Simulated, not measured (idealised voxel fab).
The process module that follows is named voxel wiring stack.
For reference, the cross-section in this document is cut, with width 210 nm and square cells of 5 nm.
Reading order for cross-sections: top band down to bottom band. Underlying form: a grid of square cells. Band size: one or more rows of cells.
In this notation a band is specified by the heights of its top and bottom, in that order and in nm, after which its materials appear from left to right, each paired with its width in nm. The word "full width" attached to a single material means that material fills the band from edge to edge; the word "blank" stands for empty space.
Zero point of the height axis is 0; under it, received wafer = one material. Lowest band: continues down indefinitely, "0..down".
Note: "30->40" means the width goes from the first number (top row of the band) to the second number (bottom row) in equal steps per row of cells.
Reading "all unchanged" for a step: not a cell of the cross-section changed in it.
Entry "Closed void list". Content: empty spaces with no open connection to the top, size 8 cells or greater. Each: width x height at distance. Distance: from left edge. Unit: nm.
Formally, on a step line, whatever follows the settings is a remark that the simulator itself makes on the step.
Each step line may optionally specify "overlay nm", which for a step with a mask gives the rightward distance between the mask's planned place and where it lay, a negative value indicating the leftward direction.
Each pair of cross-sections that follows straddles one process step: the one shows the state before the step, the other the state after it, down to the lowest band that changed and no further. The step in question, and its settings, are given under the pair. Note that a pair is not necessarily a continuation of the pair above it, since pairs can come from different runs of this module on the same starting wafer; it is a continuation only where its entry headed "Pre-process" says so.

PRE-PROCESS
    30..15: W full width
    15..10: TiN full width
    10..0: SiO2 full width
    0..down: Si full width
    Closed void list: none

POST-PROCESS VIEW
    45..30: blank 25 nm, resist 30 nm, blank 30 nm, resist 30 nm, blank 30 nm, resist 30 nm, blank 35 nm
    Anything lower than 30 is untouched.
    Closed void list: none
Here is the step that sits between the two cross-sections above: PATTERN,tone cover,mask id METAL_1,material resist,width nm 30,pitch nm 60,thk nm 15,overlay nm -5

Pre-process: = after-state of the pair above.

POST-PROCESS VIEW
    45..30: blank 25 nm, resist 30 nm, blank 30 nm, resist 30 nm, blank 30 nm, resist 30 nm, blank 35 nm
    30..15: blank 25 nm, W 30 nm, blank 30 nm, W 30 nm, blank 30 nm, W 30 nm, blank 35 nm
    Anything lower than 15 is untouched.
    Closed void list: none
Here is the step that sits between the two cross-sections above: DIRECTIONAL_ETCH,etch materials W,depth nm 15

Pre-process: = after-state of the pair above.

POST-PROCESS VIEW
    45..30: blank 25 nm, resist 30 nm, blank 30 nm, resist 30 nm, blank 30 nm, resist 30 nm, blank 35 nm
    30..15: blank 25 nm, W 30 nm, blank 30 nm, W 30 nm, blank 30 nm, W 30 nm, blank 35 nm
    15..10: blank 25 nm, TiN 30 nm, blank 30 nm, TiN 30 nm, blank 30 nm, TiN 30 nm, blank 35 nm
    Anything lower than 10 is untouched.
    Closed void list: none
Here is the step that sits between the two cross-sections above: DIRECTIONAL_ETCH,etch materials TiN,depth nm 5

Pre-process: = after-state of the pair above.

POST-PROCESS VIEW
    30..15: blank 25 nm, W 30 nm, blank 30 nm, W 30 nm, blank 30 nm, W 30 nm, blank 35 nm
    Anything lower than 15 is untouched.
    Closed void list: none
Here is the step that sits between the two cross-sections above: STRIP,etch materials resist

Pre-process: = after-state of the pair above.

POST-PROCESS VIEW
    35..30: SiO2 full width
    30..15: SiO2 25 nm, W 30 nm, SiO2 30 nm, W 30 nm, SiO2 30 nm, W 30 nm, SiO2 35 nm
    15..10: SiO2 25 nm, TiN 30 nm, SiO2 30 nm, TiN 30 nm, SiO2 30 nm, TiN 30 nm, SiO2 35 nm
    Anything lower than 10 is untouched.
    Closed void list: none
Here is the step that sits between the two cross-sections above: FILL_DEP,material SiO2,thk nm 5

Pre-process: = after-state of the pair above.

POST-PROCESS VIEW
    30..15: SiO2 25 nm, W 30 nm, SiO2 30 nm, W 30 nm, SiO2 30 nm, W 30 nm, SiO2 35 nm
    Anything lower than 15 is untouched.
    Closed void list: none
Here is the step that sits between the two cross-sections above: CMP,height nm 30

Pre-process: = after-state of the pair above.

POST-PROCESS VIEW
    35..30: SiCN full width
    Anything lower than 30 is untouched.
    Closed void list: none
Here is the step that sits between the two cross-sections above: CONFORMAL_DEP,material SiCN,thk nm 5

Pre-process: = after-state of the pair above.

POST-PROCESS VIEW
    45..35: SiO2 full width
    Anything lower than 35 is untouched.
    Closed void list: none
Here is the step that sits between the two cross-sections above: DIRECTIONAL_DEP,material SiO2,thk nm 10

Pre-process: = after-state of the pair above.

POST-PROCESS VIEW
    55..45: aC full width
    Anything lower than 45 is untouched.
    Closed void list: none
Here is the step that sits between the two cross-sections above: DIRECTIONAL_DEP,material aC,thk nm 10

Pre-process: = after-state of the pair above.

POST-PROCESS VIEW
    80..55: resist 30 nm, blank 15 nm, resist 45 nm, blank 15 nm, resist 45 nm, blank 15 nm, resist 45 nm
    Anything lower than 55 is untouched.
    Closed void list: none
Here is the step that sits between the two cross-sections above: PATTERN,tone open,mask id PLUG_1,material resist,width nm 15,pitch nm 60,thk nm 25,overlay nm 0

Pre-process: = after-state of the pair above.

POST-PROCESS VIEW
    70..55: resist 30 nm, blank 15 nm, resist 45 nm, blank 15 nm, resist 45 nm, blank 15 nm, resist 45 nm
    55..45: aC 30 nm, blank 15 nm, aC 45 nm, blank 15 nm, aC 45 nm, blank 15 nm, aC 45 nm
    Anything lower than 45 is untouched.
    Closed void list: none
Here is the step that sits between the two cross-sections above: DIRECTIONAL_ETCH,etch materials aC,depth nm 10

Pre-process: = after-state of the pair above.

POST-PROCESS VIEW
    55..45: aC 30 nm, blank 15 nm, aC 45 nm, blank 15 nm, aC 45 nm, blank 15 nm, aC 45 nm
    Anything lower than 45 is untouched.
    Closed void list: none
Here is the step that sits between the two cross-sections above: STRIP,etch materials resist

Pre-process: = after-state of the pair above.

POST-PROCESS VIEW
    55..45: aC 30 nm, blank 15 nm, aC 45 nm, blank 15 nm, aC 45 nm, blank 15 nm, aC 45 nm
    45..35: SiO2 30 nm, blank 15 nm, SiO2 45 nm, blank 15 nm, SiO2 45 nm, blank 15 nm, SiO2 45 nm
    Anything lower than 35 is untouched.
    Closed void list: none
Here is the step that sits between the two cross-sections above: DIRECTIONAL_ETCH,etch materials SiO2,depth nm 10

Pre-process: = after-state of the pair above.

POST-PROCESS VIEW
    55..45: aC 30 nm, blank 15 nm, aC 45 nm, blank 15 nm, aC 45 nm, blank 15 nm, aC 45 nm
    45..35: SiO2 30 nm, blank 15 nm, SiO2 45 nm, blank 15 nm, SiO2 45 nm, blank 15 nm, SiO2 45 nm
    35..30: SiCN 30 nm, blank 15 nm, SiCN 45 nm, blank 15 nm, SiCN 45 nm, blank 15 nm, SiCN 45 nm
    Anything lower than 30 is untouched.
    Closed void list: none
Here is the step that sits between the two cross-sections above: DIRECTIONAL_ETCH,etch materials SiCN,depth nm 5

Pre-process: = after-state of the pair above.

POST-PROCESS VIEW
    45..35: SiO2 30 nm, blank 15 nm, SiO2 45 nm, blank 15 nm, SiO2 45 nm, blank 15 nm, SiO2 45 nm
    Anything lower than 35 is untouched.
    Closed void list: none
Here is the step that sits between the two cross-sections above: STRIP,etch materials aC

Pre-process: = after-state of the pair above.

POST-PROCESS VIEW
    45..40: SiO2 30 nm, blank 15 nm, SiO2 45 nm, blank 15 nm, SiO2 45 nm, blank 15 nm, SiO2 45 nm
    40..35: SiO2 30 nm, Ru 15 nm, SiO2 45 nm, Ru 15 nm, SiO2 45 nm, Ru 15 nm, SiO2 45 nm
    35..30: SiCN 30 nm, Ru 15 nm, SiCN 45 nm, Ru 15 nm, SiCN 45 nm, Ru 15 nm, SiCN 45 nm
    Anything lower than 30 is untouched.
    Closed void list: none
Here is the step that sits between the two cross-sections above: EPI,material Ru,thk nm 10

Pre-process: = after-state of the pair above.

POST-PROCESS VIEW
    45..35: SiO2 30 nm, Ru 15 nm, SiO2 45 nm, Ru 15 nm, SiO2 45 nm, Ru 15 nm, SiO2 45 nm
    Anything lower than 35 is untouched.
    Closed void list: none
Here is the step that sits between the two cross-sections above: EPI,material Ru,thk nm 5

Pre-process: = after-state of the pair above.

POST-PROCESS VIEW
    50..45: SiN full width
    Anything lower than 45 is untouched.
    Closed void list: none
Here is the step that sits between the two cross-sections above: CONFORMAL_DEP,material SiN,thk nm 5

Pre-process: = after-state of the pair above.

POST-PROCESS VIEW
    65..50: SiO2 full width
    Anything lower than 50 is untouched.
    Closed void list: none
Here is the step that sits between the two cross-sections above: DIRECTIONAL_DEP,material SiO2,thk nm 15

Pre-process: = after-state of the pair above.

POST-PROCESS VIEW
    80..65: aC full width
    Anything lower than 65 is untouched.
    Closed void list: none
Here is the step that sits between the two cross-sections above: DIRECTIONAL_DEP,material aC,thk nm 15

Pre-process: = after-state of the pair above.

POST-PROCESS VIEW
    110..80: resist 30 nm, blank 30 nm, resist 30 nm, blank 30 nm, resist 30 nm, blank 30 nm, resist 30 nm
    Anything lower than 80 is untouched.
    Closed void list: none
Here is the step that sits between the two cross-sections above: PATTERN,tone open,mask id METAL_2,material resist,width nm 30,pitch nm 60,thk nm 30,overlay nm 0

Pre-process: = after-state of the pair above.

POST-PROCESS VIEW
    95..80: resist 30 nm, blank 30 nm, resist 30 nm, blank 30 nm, resist 30 nm, blank 30 nm, resist 30 nm
    80..65: aC 30 nm, blank 30 nm, aC 30 nm, blank 30 nm, aC 30 nm, blank 30 nm, aC 30 nm
    Anything lower than 65 is untouched.
    Closed void list: none
Here is the step that sits between the two cross-sections above: DIRECTIONAL_ETCH,etch materials aC,depth nm 15

Pre-process: = after-state of the pair above.

POST-PROCESS VIEW
    80..65: aC 30 nm, blank 30 nm, aC 30 nm, blank 30 nm, aC 30 nm, blank 30 nm, aC 30 nm
    Anything lower than 65 is untouched.
    Closed void list: none
Here is the step that sits between the two cross-sections above: STRIP,etch materials resist

Pre-process: = after-state of the pair above.

POST-PROCESS VIEW
    80..65: aC 30 nm, blank 30 nm, aC 30 nm, blank 30 nm, aC 30 nm, blank 30 nm, aC 30 nm
    65..50: SiO2 30 nm, blank 30 nm, SiO2 30 nm, blank 30 nm, SiO2 30 nm, blank 30 nm, SiO2 30 nm
    Anything lower than 50 is untouched.
    Closed void list: none
Here is the step that sits between the two cross-sections above: DIRECTIONAL_ETCH,etch materials SiO2,depth nm 15

Pre-process: = after-state of the pair above.

POST-PROCESS VIEW
    80..65: aC 30 nm, blank 30 nm, aC 30 nm, blank 30 nm, aC 30 nm, blank 30 nm, aC 30 nm
    65..50: SiO2 30 nm, blank 30 nm, SiO2 30 nm, blank 30 nm, SiO2 30 nm, blank 30 nm, SiO2 30 nm
    50..45: SiN 30 nm, blank 30 nm, SiN 30 nm, blank 30 nm, SiN 30 nm, blank 30 nm, SiN 30 nm
    Anything lower than 45 is untouched.
    Closed void list: none
Here is the step that sits between the two cross-sections above: DIRECTIONAL_ETCH,etch materials SiN,depth nm 5

Pre-process: = after-state of the pair above.

POST-PROCESS VIEW
    65..50: SiO2 30 nm, blank 30 nm, SiO2 30 nm, blank 30 nm, SiO2 30 nm, blank 30 nm, SiO2 30 nm
    Anything lower than 50 is untouched.
    Closed void list: none
Here is the step that sits between the two cross-sections above: STRIP,etch materials aC

Pre-process: = after-state of the pair above.

POST-PROCESS VIEW
    70..65: TiN 35 nm, blank 20 nm, TiN 40 nm, blank 20 nm, TiN 40 nm, blank 20 nm, TiN 35 nm
    65..50: SiO2 30 nm, TiN 5 nm, blank 20 nm, TiN 5 nm, SiO2 30 nm, TiN 5 nm, blank 20 nm, TiN 5 nm, SiO2 30 nm, TiN 5 nm, blank 20 nm, TiN 5 nm, SiO2 30 nm
    50..45: SiN 30 nm, TiN 30 nm, SiN 30 nm, TiN 30 nm, SiN 30 nm, TiN 30 nm, SiN 30 nm
    Anything lower than 45 is untouched.
    Closed void list: none
Here is the step that sits between the two cross-sections above: CONFORMAL_DEP,material TiN,thk nm 5

Pre-process: = after-state of the pair above.

POST-PROCESS VIEW
    80..70: W full width
    70..65: TiN 35 nm, W 20 nm, TiN 40 nm, W 20 nm, TiN 40 nm, W 20 nm, TiN 35 nm
    65..50: SiO2 30 nm, TiN 5 nm, W 20 nm, TiN 5 nm, SiO2 30 nm, TiN 5 nm, W 20 nm, TiN 5 nm, SiO2 30 nm, TiN 5 nm, W 20 nm, TiN 5 nm, SiO2 30 nm
    Anything lower than 50 is untouched.
    Closed void list: none
Here is the step that sits between the two cross-sections above: FILL_DEP,material W,thk nm 10

Pre-process: = after-state of the pair above.

POST-PROCESS VIEW
    65..50: SiO2 30 nm, TiN 5 nm, W 20 nm, TiN 5 nm, SiO2 30 nm, TiN 5 nm, W 20 nm, TiN 5 nm, SiO2 30 nm, TiN 5 nm, W 20 nm, TiN 5 nm, SiO2 30 nm
    Anything lower than 50 is untouched.
    Closed void list: none
Here is the step that sits between the two cross-sections above: CMP,height nm 65

Pre-process: = after-state of the pair above.

POST-PROCESS VIEW
    70..65: SiCN full width
    Anything lower than 65 is untouched.
    Closed void list: none
Here is the step that sits between the two cross-sections above: CONFORMAL_DEP,material SiCN,thk nm 5

Pre-process: = after-state of the pair above.

POST-PROCESS VIEW
    85..70: lowk full width
    Anything lower than 70 is untouched.
    Closed void list: none
Here is the step that sits between the two cross-sections above: DIRECTIONAL_DEP,material lowk,thk nm 15

Pre-process: = after-state of the pair above.

POST-PROCESS VIEW
    95..85: aC full width
    Anything lower than 85 is untouched.
    Closed void list: none
Here is the step that sits between the two cross-sections above: DIRECTIONAL_DEP,material aC,thk nm 10

Pre-process: = after-state of the pair above.

POST-PROCESS VIEW
    120..95: resist 30 nm, blank 15 nm, resist 45 nm, blank 15 nm, resist 45 nm, blank 15 nm, resist 45 nm
    Anything lower than 95 is untouched.
    Closed void list: none
Here is the step that sits between the two cross-sections above: PATTERN,tone open,mask id PLUG_2,material resist,width nm 15,pitch nm 60,thk nm 25,overlay nm 0

Pre-process: = after-state of the pair above.

POST-PROCESS VIEW
    110..95: resist 30 nm, blank 15 nm, resist 45 nm, blank 15 nm, resist 45 nm, blank 15 nm, resist 45 nm
    95..85: aC 30 nm, blank 15 nm, aC 45 nm, blank 15 nm, aC 45 nm, blank 15 nm, aC 45 nm
    Anything lower than 85 is untouched.
    Closed void list: none
Here is the step that sits between the two cross-sections above: DIRECTIONAL_ETCH,etch materials aC,depth nm 10

Pre-process: = after-state of the pair above.

POST-PROCESS VIEW
    95..85: aC 30 nm, blank 15 nm, aC 45 nm, blank 15 nm, aC 45 nm, blank 15 nm, aC 45 nm
    Anything lower than 85 is untouched.
    Closed void list: none
Here is the step that sits between the two cross-sections above: STRIP,etch materials resist

Pre-process: = after-state of the pair above.

POST-PROCESS VIEW
    95..85: aC 30 nm, blank 15 nm, aC 45 nm, blank 15 nm, aC 45 nm, blank 15 nm, aC 45 nm
    85..70: lowk 30 nm, blank 15 nm, lowk 45 nm, blank 15 nm, lowk 45 nm, blank 15 nm, lowk 45 nm
    Anything lower than 70 is untouched.
    Closed void list: none
Here is the step that sits between the two cross-sections above: DIRECTIONAL_ETCH,etch materials lowk,depth nm 15

Pre-process: = after-state of the pair above.

POST-PROCESS VIEW
    95..85: aC 30 nm, blank 15 nm, aC 45 nm, blank 15 nm, aC 45 nm, blank 15 nm, aC 45 nm
    85..70: lowk 30 nm, blank 15 nm, lowk 45 nm, blank 15 nm, lowk 45 nm, blank 15 nm, lowk 45 nm
    70..65: SiCN 30 nm, blank 15 nm, SiCN 45 nm, blank 15 nm, SiCN 45 nm, blank 15 nm, SiCN 45 nm
    Anything lower than 65 is untouched.
    Closed void list: none
Here is the step that sits between the two cross-sections above: DIRECTIONAL_ETCH,etch materials SiCN,depth nm 5

Pre-process: = after-state of the pair above.

POST-PROCESS VIEW
    85..70: lowk 30 nm, blank 15 nm, lowk 45 nm, blank 15 nm, lowk 45 nm, blank 15 nm, lowk 45 nm
    Anything lower than 70 is untouched.
    Closed void list: none
Here is the step that sits between the two cross-sections above: STRIP,etch materials aC

Pre-process: = after-state of the pair above.

POST-PROCESS VIEW
    85..75: lowk 30 nm, blank 15 nm, lowk 45 nm, blank 15 nm, lowk 45 nm, blank 15 nm, lowk 45 nm
    75..70: lowk 30 nm, Ru 15 nm, lowk 45 nm, Ru 15 nm, lowk 45 nm, Ru 15 nm, lowk 45 nm
    70..65: SiCN 30 nm, Ru 15 nm, SiCN 45 nm, Ru 15 nm, SiCN 45 nm, Ru 15 nm, SiCN 45 nm
    Anything lower than 65 is untouched.
    Closed void list: none
Here is the step that sits between the two cross-sections above: EPI,material Ru,thk nm 10

Pre-process: = after-state of the pair above.

POST-PROCESS VIEW
    85..70: lowk 30 nm, Ru 15 nm, lowk 45 nm, Ru 15 nm, lowk 45 nm, Ru 15 nm, lowk 45 nm
    Anything lower than 70 is untouched.
    Closed void list: none
Here is the step that sits between the two cross-sections above: EPI,material Ru,thk nm 10

Pre-process: = after-state of the pair above.

POST-PROCESS VIEW
    90..85: TiN full width
    Anything lower than 85 is untouched.
    Closed void list: none
Here is the step that sits between the two cross-sections above: DIRECTIONAL_DEP,material TiN,thk nm 5

Pre-process: = after-state of the pair above.

POST-PROCESS VIEW
    105..90: Ru full width
    Anything lower than 90 is untouched.
    Closed void list: none
Here is the step that sits between the two cross-sections above: DIRECTIONAL_DEP,material Ru,thk nm 15

Pre-process: = after-state of the pair above.

POST-PROCESS VIEW
    115..105: aC full width
    Anything lower than 105 is untouched.
    Closed void list: none
Here is the step that sits between the two cross-sections above: DIRECTIONAL_DEP,material aC,thk nm 10

Pre-process: = after-state of the pair above.

POST-PROCESS VIEW
    140..115: blank 30 nm, resist 30 nm, blank 30 nm, resist 30 nm, blank 30 nm, resist 30 nm, blank 30 nm
    Anything lower than 115 is untouched.
    Closed void list: none
Here is the step that sits between the two cross-sections above: PATTERN,tone cover,mask id METAL_3,material resist,width nm 30,pitch nm 60,thk nm 25,overlay nm 0

Pre-process: = after-state of the pair above.

POST-PROCESS VIEW
    130..115: blank 30 nm, resist 30 nm, blank 30 nm, resist 30 nm, blank 30 nm, resist 30 nm, blank 30 nm
    115..105: blank 30 nm, aC 30 nm, blank 30 nm, aC 30 nm, blank 30 nm, aC 30 nm, blank 30 nm
    Anything lower than 105 is untouched.
    Closed void list: none
Here is the step that sits between the two cross-sections above: DIRECTIONAL_ETCH,etch materials aC,depth nm 10

Pre-process: = after-state of the pair above.

POST-PROCESS VIEW
    115..105: blank 30 nm, aC 30 nm, blank 30 nm, aC 30 nm, blank 30 nm, aC 30 nm, blank 30 nm
    Anything lower than 105 is untouched.
    Closed void list: none
Here is the step that sits between the two cross-sections above: STRIP,etch materials resist

Pre-process: = after-state of the pair above.

POST-PROCESS VIEW
    115..105: blank 30 nm, aC 30 nm, blank 30 nm, aC 30 nm, blank 30 nm, aC 30 nm, blank 30 nm
    105..90: blank 30 nm, Ru 30 nm, blank 30 nm, Ru 30 nm, blank 30 nm, Ru 30 nm, blank 30 nm
    Anything lower than 90 is untouched.
    Closed void list: none
Here is the step that sits between the two cross-sections above: DIRECTIONAL_ETCH,etch materials Ru,depth nm 15

Pre-process: = after-state of the pair above.

POST-PROCESS VIEW
    115..105: blank 30 nm, aC 30 nm, blank 30 nm, aC 30 nm, blank 30 nm, aC 30 nm, blank 30 nm
    105..90: blank 30 nm, Ru 30 nm, blank 30 nm, Ru 30 nm, blank 30 nm, Ru 30 nm, blank 30 nm
    90..85: blank 30 nm, TiN 30 nm, blank 30 nm, TiN 30 nm, blank 30 nm, TiN 30 nm, blank 30 nm
    Anything lower than 85 is untouched.
    Closed void list: none
Here is the step that sits between the two cross-sections above: DIRECTIONAL_ETCH,etch materials TiN,depth nm 5

Pre-process: = after-state of the pair above.

POST-PROCESS VIEW
    105..90: blank 30 nm, Ru 30 nm, blank 30 nm, Ru 30 nm, blank 30 nm, Ru 30 nm, blank 30 nm
    Anything lower than 90 is untouched.
    Closed void list: none
Here is the step that sits between the two cross-sections above: STRIP,etch materials aC

Pre-process: = after-state of the pair above.

POST-PROCESS VIEW
    110..105: lowk full width
    105..90: lowk 30 nm, Ru 30 nm, lowk 30 nm, Ru 30 nm, lowk 30 nm, Ru 30 nm, lowk 30 nm
    90..85: lowk 30 nm, TiN 30 nm, lowk 30 nm, TiN 30 nm, lowk 30 nm, TiN 30 nm, lowk 30 nm
    Anything lower than 85 is untouched.
    Closed void list: none
Here is the step that sits between the two cross-sections above: FILL_DEP,material lowk,thk nm 5

Pre-process: = after-state of the pair above.

POST-PROCESS VIEW
    105..90: lowk 30 nm, Ru 30 nm, lowk 30 nm, Ru 30 nm, lowk 30 nm, Ru 30 nm, lowk 30 nm
    Anything lower than 90 is untouched.
    Closed void list: none
Here is the step that sits between the two cross-sections above: CMP,height nm 105

Pre-process: = after-state of the pair above.

POST-PROCESS VIEW
    110..105: SiCN full width
    Anything lower than 105 is untouched.
    Closed void list: none
Here is the step that sits between the two cross-sections above: CONFORMAL_DEP,material SiCN,thk nm 5

Pre-process: = after-state of the pair above.

POST-PROCESS VIEW
    130..110: SiO2 full width
    Anything lower than 110 is untouched.
    Closed void list: none
Here is the step that sits between the two cross-sections above: DIRECTIONAL_DEP,material SiO2,thk nm 20

Pre-process: = after-state of the pair above.

POST-PROCESS VIEW
    130..110: SiO2 30 nm, blank 15 nm, SiO2 105 nm, blank 15 nm, SiO2 45 nm
    Anything lower than 110 is untouched.
    Closed void list: none
Here is the step that sits between the two cross-sections above: MASKED_ETCH,tone open,mask id PLUG_3,width nm 15,pitch nm 120,etch materials SiO2,depth nm 20,overlay nm 0

Pre-process: = after-state of the pair above.

POST-PROCESS VIEW
    130..110: SiO2 30 nm, blank 15 nm, SiO2 105 nm, blank 15 nm, SiO2 45 nm
    110..105: SiCN 30 nm, blank 15 nm, SiCN 105 nm, blank 15 nm, SiCN 45 nm
    Anything lower than 105 is untouched.
    Closed void list: none
Here is the step that sits between the two cross-sections above: MASKED_ETCH,tone open,mask id PLUG_3,width nm 15,pitch nm 120,etch materials SiCN,depth nm 5,overlay nm 0

Pre-process: = after-state of the pair above.

POST-PROCESS VIEW
    135..130: TiN 35 nm, blank 5 nm, TiN 115 nm, blank 5 nm, TiN 50 nm
    130..110: SiO2 30 nm, TiN 5 nm, blank 5 nm, TiN 5 nm, SiO2 105 nm, TiN 5 nm, blank 5 nm, TiN 5 nm, SiO2 45 nm
    110..105: SiCN 30 nm, TiN 15 nm, SiCN 105 nm, TiN 15 nm, SiCN 45 nm
    Anything lower than 105 is untouched.
    Closed void list: none
Here is the step that sits between the two cross-sections above: CONFORMAL_DEP,material TiN,thk nm 5

Pre-process: = after-state of the pair above.

POST-PROCESS VIEW
    140..135: Cu full width
    135..130: TiN 35 nm, Cu 5 nm, TiN 115 nm, Cu 5 nm, TiN 50 nm
    130..110: SiO2 30 nm, TiN 5 nm, Cu 5 nm, TiN 5 nm, SiO2 105 nm, TiN 5 nm, Cu 5 nm, TiN 5 nm, SiO2 45 nm
    Anything lower than 110 is untouched.
    Closed void list: none
Here is the step that sits between the two cross-sections above: FILL_DEP,material Cu,thk nm 5

Pre-process: = after-state of the pair above.

POST-PROCESS VIEW
    130..110: SiO2 30 nm, TiN 5 nm, Cu 5 nm, TiN 5 nm, SiO2 105 nm, TiN 5 nm, Cu 5 nm, TiN 5 nm, SiO2 45 nm
    Anything lower than 110 is untouched.
    Closed void list: none
Here is the step that sits between the two cross-sections above: CMP,height nm 130

Pre-process: = after-state of the pair above.

POST-PROCESS VIEW
    135..130: TiN full width
    Anything lower than 130 is untouched.
    Closed void list: none
Here is the step that sits between the two cross-sections above: DIRECTIONAL_DEP,material TiN,thk nm 5

Pre-process: = after-state of the pair above.

POST-PROCESS VIEW
    150..135: W full width
    Anything lower than 135 is untouched.
    Closed void list: none
Here is the step that sits between the two cross-sections above: DIRECTIONAL_DEP,material W,thk nm 15

Pre-process: = after-state of the pair above.

POST-PROCESS VIEW
    165..150: blank 30 nm, resist 30 nm, blank 30 nm, resist 30 nm, blank 30 nm, resist 30 nm, blank 30 nm
    Anything lower than 150 is untouched.
    Closed void list: none
Here is the step that sits between the two cross-sections above: PATTERN,tone cover,mask id METAL_4,material resist,width nm 30,pitch nm 60,thk nm 15,overlay nm 0

Pre-process: = after-state of the pair above.

POST-PROCESS VIEW
    165..150: blank 30 nm, resist 30 nm, blank 30 nm, resist 30 nm, blank 30 nm, resist 30 nm, blank 30 nm
    150..135: blank 30 nm, W 30 nm, blank 30 nm, W 30 nm, blank 30 nm, W 30 nm, blank 30 nm
    Anything lower than 135 is untouched.
    Closed void list: none
Here is the step that sits between the two cross-sections above: DIRECTIONAL_ETCH,etch materials W,depth nm 15

Pre-process: = after-state of the pair above.

POST-PROCESS VIEW
    165..150: blank 30 nm, resist 30 nm, blank 30 nm, resist 30 nm, blank 30 nm, resist 30 nm, blank 30 nm
    150..135: blank 30 nm, W 30 nm, blank 30 nm, W 30 nm, blank 30 nm, W 30 nm, blank 30 nm
    135..130: blank 30 nm, TiN 30 nm, blank 30 nm, TiN 30 nm, blank 30 nm, TiN 30 nm, blank 30 nm
    Anything lower than 130 is untouched.
    Closed void list: none
Here is the step that sits between the two cross-sections above: DIRECTIONAL_ETCH,etch materials TiN,depth nm 5

Pre-process: = after-state of the pair above.

POST-PROCESS VIEW
    150..135: blank 30 nm, W 30 nm, blank 30 nm, W 30 nm, blank 30 nm, W 30 nm, blank 30 nm
    Anything lower than 135 is untouched.
    Closed void list: none
Here is the step that sits between the two cross-sections above: STRIP,etch materials resist

Pre-process: = after-state of the pair above.

POST-PROCESS VIEW
    160..150: lowk full width
    150..135: lowk 30 nm, W 30 nm, lowk 30 nm, W 30 nm, lowk 30 nm, W 30 nm, lowk 30 nm
    135..130: lowk 30 nm, TiN 30 nm, lowk 30 nm, TiN 30 nm, lowk 30 nm, TiN 30 nm, lowk 30 nm
    Anything lower than 130 is untouched.
    Closed void list: none
Here is the step that sits between the two cross-sections above: FILL_DEP,material lowk,thk nm 10

Pre-process: = after-state of the pair above.

POST-PROCESS VIEW
    150..135: lowk 30 nm, W 30 nm, lowk 30 nm, W 30 nm, lowk 30 nm, W 30 nm, lowk 30 nm
    Anything lower than 135 is untouched.
    Closed void list: none
Here is the step that sits between the two cross-sections above: CMP,height nm 150

Pre-process: = after-state of the pair above.

POST-PROCESS VIEW
    155..150: SiCN full width
    Anything lower than 150 is untouched.
    Closed void list: none
Here is the step that sits between the two cross-sections above: CONFORMAL_DEP,material SiCN,thk nm 5

PRE-PROCESS
    50..45: SiN full width
    45..35: SiO2 30 nm, Ru 15 nm, SiO2 45 nm, Ru 15 nm, SiO2 45 nm, Ru 15 nm, SiO2 45 nm
    35..30: SiCN 30 nm, Ru 15 nm, SiCN 45 nm, Ru 15 nm, SiCN 45 nm, Ru 15 nm, SiCN 45 nm
    30..15: SiO2 30 nm, W 30 nm, SiO2 30 nm, W 30 nm, SiO2 30 nm, W 30 nm, SiO2 30 nm
    15..10: SiO2 30 nm, TiN 30 nm, SiO2 30 nm, TiN 30 nm, SiO2 30 nm, TiN 30 nm, SiO2 30 nm
    10..0: SiO2 full width
    0..down: Si full width
    Closed void list: none

POST-PROCESS VIEW
    65..50: W full width
    Anything lower than 50 is untouched.
    Closed void list: none
Here is the step that sits between the two cross-sections above: DIRECTIONAL_DEP,material W,thk nm 15

Pre-process: = after-state of the pair above.

POST-PROCESS VIEW
    80..65: aC full width
    Anything lower than 65 is untouched.
    Closed void list: none
Here is the step that sits between the two cross-sections above: DIRECTIONAL_DEP,material aC,thk nm 15

Pre-process: = after-state of the pair above.

POST-PROCESS VIEW
    110..80: resist 30 nm, blank 30 nm, resist 30 nm, blank 30 nm, resist 30 nm, blank 30 nm, resist 30 nm
    Anything lower than 80 is untouched.
    Closed void list: none
Here is the step that sits between the two cross-sections above: PATTERN,tone open,mask id METAL_2,material resist,width nm 30,pitch nm 60,thk nm 30,overlay nm 0

Pre-process: = after-state of the pair above.

POST-PROCESS VIEW
    95..80: resist 30 nm, blank 30 nm, resist 30 nm, blank 30 nm, resist 30 nm, blank 30 nm, resist 30 nm
    80..65: aC 30 nm, blank 30 nm, aC 30 nm, blank 30 nm, aC 30 nm, blank 30 nm, aC 30 nm
    Anything lower than 65 is untouched.
    Closed void list: none
Here is the step that sits between the two cross-sections above: DIRECTIONAL_ETCH,etch materials aC,depth nm 15

Pre-process: = after-state of the pair above.

POST-PROCESS VIEW
    80..65: aC 30 nm, blank 30 nm, aC 30 nm, blank 30 nm, aC 30 nm, blank 30 nm, aC 30 nm
    Anything lower than 65 is untouched.
    Closed void list: none
Here is the step that sits between the two cross-sections above: STRIP,etch materials resist

Pre-process: = after-state of the pair above.

POST-PROCESS VIEW
    65..50: W full width
    Anything lower than 50 is untouched.
    Closed void list: none
Here is the step that sits between the two cross-sections above: STRIP,etch materials aC

Pre-process: = after-state of the pair above.

POST-PROCESS VIEW
    70..65: TiN full width
    Anything lower than 65 is untouched.
    Closed void list: none
Here is the step that sits between the two cross-sections above: CONFORMAL_DEP,material TiN,thk nm 5

Pre-process: = after-state of the pair above.

POST-PROCESS VIEW
    80..70: W full width
    Anything lower than 70 is untouched.
    Closed void list: none
Here is the step that sits between the two cross-sections above: FILL_DEP,material W,thk nm 10

Pre-process: = after-state of the pair above.

POST-PROCESS VIEW
    65..50: W full width
    Anything lower than 50 is untouched.
    Closed void list: none
Here is the step that sits between the two cross-sections above: CMP,height nm 65

Pre-process: = after-state of the pair above.

POST-PROCESS VIEW
    70..65: SiCN full width
    Anything lower than 65 is untouched.
    Closed void list: none
Here is the step that sits between the two cross-sections above: CONFORMAL_DEP,material SiCN,thk nm 5

Pre-process: = after-state of the pair above.

POST-PROCESS VIEW
    85..70: lowk full width
    Anything lower than 70 is untouched.
    Closed void list: none
Here is the step that sits between the two cross-sections above: DIRECTIONAL_DEP,material lowk,thk nm 15

Pre-process: = after-state of the pair above.

POST-PROCESS VIEW
    95..85: aC full width
    Anything lower than 85 is untouched.
    Closed void list: none
Here is the step that sits between the two cross-sections above: DIRECTIONAL_DEP,material aC,thk nm 10

Pre-process: = after-state of the pair above.

POST-PROCESS VIEW
    120..95: resist 30 nm, blank 15 nm, resist 45 nm, blank 15 nm, resist 45 nm, blank 15 nm, resist 45 nm
    Anything lower than 95 is untouched.
    Closed void list: none
Here is the step that sits between the two cross-sections above: PATTERN,tone open,mask id PLUG_2,material resist,width nm 15,pitch nm 60,thk nm 25,overlay nm 0
